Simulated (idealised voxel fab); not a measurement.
Process module heading - voxel wiring stack
In the cross-section labelled cut, the width is 270 nm and each square cell is 5 nm.
Cross-section spec: square-cell grid; bands listed top down; each band is one or more rows.
Top height, bottom height, nm. Materials left to right, width each, nm. Single material + "edge to edge" = fills band edge to edge. "air" = empty.
Beneath 0, the wafer as received is one material, and that level is where height counting begins. The lowest band goes on downward without a bottom; it is written like "0 down".
You'd read "30->40" like this: the band's top row of cells is as wide as the first number, its bottom row is as wide as the second, and going down, every row changes width by the same amount as the row before did.
Given "nothing was modified" for a step, no cell of the cross-section differs between before and after that step.
So "Enclosed void inventory" is basically the list of trapped voids: any empty space of 8 cells or more that can't reach the top through an opening. They're written width x height at distance, the distance being from the left edge, and it's all nm.
Past the settings on a step's line: simulator remark, on that step.
A step line may carry the setting "overlay nm", which, for steps involving a mask, states the distance by which the mask lay to the right of its intended position; negative values denote displacement to the left.

## Process steps (planned)
1: RECEIVE | material Si
2: CONFORMAL_DEP | material SiO2 | thk nm 15
3: DIRECTIONAL_DEP | material TiN | thk nm 5
4: DIRECTIONAL_DEP | material Ru | thk nm 20
5: MASKED_ETCH | tone cover | mask id METAL_1 | width nm 25 | pitch nm 45 | etch materials Ru | depth nm 20 | overlay nm 0
6: MASKED_ETCH | tone cover | mask id METAL_1 | width nm 25 | pitch nm 45 | etch materials TiN | depth nm 5 | overlay nm 0
7: CONFORMAL_DEP | material SiCN | thk nm 5
8: FILL_DEP | material SiO2 | thk nm 10
9: CMP | height nm 40
10: CONFORMAL_DEP | material SiCN | thk nm 5
11: DIRECTIONAL_DEP | material lowk | thk nm 30
12: DIRECTIONAL_DEP | material aC | thk nm 10
13: PATTERN | tone open | mask id METAL_2_HOLES | material resist | width nm 15 | pitch nm 45 | thk nm 25 | overlay nm 0
14: DIRECTIONAL_ETCH | etch materials aC | depth nm 10
15: STRIP | etch materials resist
16: DIRECTIONAL_ETCH | etch materials lowk | depth nm 30
17: STRIP | etch materials aC
18: MASKED_ETCH | tone open | mask id METAL_2 | width nm 25 | pitch nm 45 | etch materials lowk | depth nm 15 | overlay nm 0
19: MASKED_ETCH | tone open | mask id METAL_2 | width nm 25 | pitch nm 45 | etch materials SiCN | depth nm 5 | overlay nm 0
20: CONFORMAL_DEP | material TiN | thk nm 5
21: FILL_DEP | material Ru | thk nm 10
22: CMP | height nm 75
23: CONFORMAL_DEP | material SiCN | thk nm 5
24: DIRECTIONAL_DEP | material lowk | thk nm 10
25: PATTERN | tone open | mask id PLUG_2 | material resist | width nm 15 | pitch nm 45 | thk nm 20 | overlay nm 0
26: DIRECTIONAL_ETCH | etch materials lowk | depth nm 10
27: DIRECTIONAL_ETCH | etch materials SiCN | depth nm 5
28: STRIP | etch materials resist
29: EPI | material Ru | thk nm 10
30: EPI | material Ru | thk nm 5
31: DIRECTIONAL_DEP | material TiN | thk nm 5
32: DIRECTIONAL_DEP | material W | thk nm 25
33: MASKED_ETCH | tone cover | mask id METAL_3 | width nm 25 | pitch nm 45 | etch materials W | depth nm 25 | overlay nm 0
34: MASKED_ETCH | tone cover | mask id METAL_3 | width nm 25 | pitch nm 45 | etch materials TiN | depth nm 5 | overlay nm 0
35: FILL_DEP | material lowk | thk nm 10
36: CMP | height nm 120
37: CONFORMAL_DEP | material SiCN | thk nm 5

## As received (post step 1): cross-section
    0 down | Si edge to edge
    Enclosed void inventory: none

## First wafer of two, sectioned at end of module; run went per plan
    125 to 120 | SiCN edge to edge
    120 to 95 | lowk 75, then W 25, then lowk 20, then W 25, then lowk 20, then W 25, then lowk 80
    95 to 90 | lowk 75, then TiN 25, then lowk 20, then TiN 25, then lowk 20, then TiN 25, then lowk 80
    90 to 80 | lowk 75, then Ru 15, then lowk 30, then Ru 15, then lowk 30, then Ru 15, then lowk 90
    80 to 75 | SiCN 75, then Ru 15, then SiCN 30, then Ru 15, then SiCN 30, then Ru 15, then SiCN 90
    75 to 65 | lowk 75, then TiN 5, then Ru 15, then TiN 5, then lowk 20, then TiN 5, then Ru 15, then TiN 5, then lowk 20, then TiN 5, then Ru 15, then TiN 5, then lowk 80
    65 to 60 | lowk 75, then TiN 5, then Ru 5, then TiN 15, then lowk 20, then TiN 5, then Ru 5, then TiN 15, then lowk 20, then TiN 5, then Ru 5, then TiN 15, then lowk 80
    60 to 45 | lowk 75, then TiN 5, then Ru 5, then TiN 5, then lowk 30, then TiN 5, then Ru 5, then TiN 5, then lowk 30, then TiN 5, then Ru 5, then TiN 5, then lowk 90
    45 to 40 | SiCN 75, then TiN 15, then SiCN 30, then TiN 15, then SiCN 30, then TiN 15, then SiCN 90
    40 to 20 | SiO2 70, then SiCN 5, then Ru 25, then SiCN 5, then SiO2 10, then SiCN 5, then Ru 25, then SiCN 5, then SiO2 10, then SiCN 5, then Ru 25, then SiCN 5, then SiO2 75
    20 to 15 | SiCN 75, then TiN 25, then SiCN 20, then TiN 25, then SiCN 20, then TiN 25, then SiCN 80
    15 to 0 | SiO2 edge to edge
    0 down | Si edge to edge
    Enclosed void inventory: none

## Wafer two, end of module, cross-section. Same start, same plan as wafer one. One mistake in the run
    125 to 120 | SiCN edge to edge
    120 to 95 | lowk 75, then W 25, then lowk 20, then W 25, then lowk 20, then W 25, then lowk 80
    95 to 90 | lowk 75, then TiN 25, then lowk 20, then TiN 25, then lowk 20, then TiN 25, then lowk 80
    90 to 80 | lowk 75, then Ru 15, then lowk 30, then Ru 15, then lowk 30, then Ru 15, then lowk 90
    80 to 75 | SiCN 75, then Ru 15, then SiCN 30, then Ru 15, then SiCN 30, then Ru 15, then SiCN 90
    75 to 65 | lowk 75, then TiN 5, then W 15, then TiN 5, then lowk 20, then TiN 5, then W 15, then TiN 5, then lowk 20, then TiN 5, then W 15, then TiN 5, then lowk 80
    65 to 60 | lowk 75, then TiN 5, then W 5, then TiN 15, then lowk 20, then TiN 5, then W 5, then TiN 15, then lowk 20, then TiN 5, then W 5, then TiN 15, then lowk 80
    60 to 45 | lowk 75, then TiN 5, then W 5, then TiN 5, then lowk 30, then TiN 5, then W 5, then TiN 5, then lowk 30, then TiN 5, then W 5, then TiN 5, then lowk 90
    45 to 40 | SiCN 75, then TiN 15, then SiCN 30, then TiN 15, then SiCN 30, then TiN 15, then SiCN 90
    40 to 20 | SiO2 70, then SiCN 5, then Ru 25, then SiCN 5, then SiO2 10, then SiCN 5, then Ru 25, then SiCN 5, then SiO2 10, then SiCN 5, then Ru 25, then SiCN 5, then SiO2 75
    20 to 15 | SiCN 75, then TiN 25, then SiCN 20, then TiN 25, then SiCN 20, then TiN 25, then SiCN 80
    15 to 0 | SiO2 edge to edge
    0 down | Si edge to edge
    Enclosed void inventory: none
So what did we get wrong on this run? step 21 ran with different settings than intended, the actual operation and settings being FILL_DEP | material W | thk nm 10
Per the end-of-run cell counts, the second wafer holds more or fewer of some materials than the first: 30 fewer of Ru | 30 more of W
